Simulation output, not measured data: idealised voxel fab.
This is a process module. Its name is voxel ribs on slabs.
Each square cell in cross-section cut measures 5 nm, and the section as a whole is 145 nm wide.
When this document writes out a cross-section, it uses a grid of square cells and lists it as bands, beginning at the top and moving down, with a band standing for one or more rows of cells.
Look at the band entry: it leads with the top's height and the bottom's height in nm. Then it lists the materials left to right, with a width in nm for each. The word "full width" on a single material says that material fills the band edge to edge. The word "empty" is empty space.
Convention: height 0 is the level below which the wafer, as received, is all one material. The lowest band does not terminate at the bottom but continues downward, represented as "0 nm and below".
Read "30..40" as a graded width: first number on top, second number at the bottom, same change between each pair of neighbouring rows.
"stayed the same" after a step means that no cell of the cross-section changed.
"Fully closed voids" specifies each empty space that is not open to the top and that occupies no fewer than 8 cells, using the form width x height at distance, the distance measured from the left edge and all three quantities in nm.
Formally, on a step line, whatever follows the settings is a remark that the simulator itself makes on the step.
overlay nm: for a step with a mask, the amount by which the mask lay right of where it was planned; a negative amount means left of it.

### Here's what the planned process steps look like
1: RECEIVE with material Si
2: DIRECTIONAL_DEP with material SiO2, thk nm 25
3: DIRECTIONAL_DEP with material SiN, thk nm 15
4: PATTERN with tone cover, mask id RIB, material resist, width nm 25, thk nm 20, overlay nm 0
5: DIRECTIONAL_ETCH with etch materials SiN, depth nm 5
6: STRIP with etch materials resist
7: PATTERN with tone cover, mask id SLAB, material resist, width nm 85, thk nm 15, overlay nm 0
8: DIRECTIONAL_ETCH with etch materials SiN, depth nm 10
9: STRIP with etch materials resist
10: FILL_DEP with material SiO2, thk nm 15
11: CMP with height nm 50
12: DIRECTIONAL_DEP with material W, thk nm 10
13: PATTERN with tone cover, mask id HEATER, material resist, width nm 35, thk nm 20, overlay nm 0
14: DIRECTIONAL_ETCH with etch materials W, depth nm 10
15: STRIP with etch materials resist
16: CONFORMAL_DEP with material SiO2, thk nm 5

### So this is the incoming wafer in cross-section - it's already been through step 1
- 0 nm and below | Si full width
- Fully closed voids: none

### One mistake in running the module, otherwise start and plan as above: cross-section at the end
- 65 nm to 60 nm | 50 of empty, 45 of SiO2, 50 of empty
- 60 nm to 55 nm | 50 of empty, 5 of SiO2, 35 of W, 5 of SiO2, 50 of empty
- 55 nm to 50 nm | 55 of SiO2, 35 of W, 55 of SiO2
- 50 nm to 35 nm | SiO2 full width
- 35 nm to 25 nm | 30 of SiO2, 30 of SiN, 25 of SiO2, 30 of SiN, 30 of SiO2
- 25 nm to 0 nm | SiO2 full width
- 0 nm and below | Si full width
- Fully closed voids: none
What broke from the plan during processing? steps 3 and 4 of the plan were run in the wrong order, each in the other's place
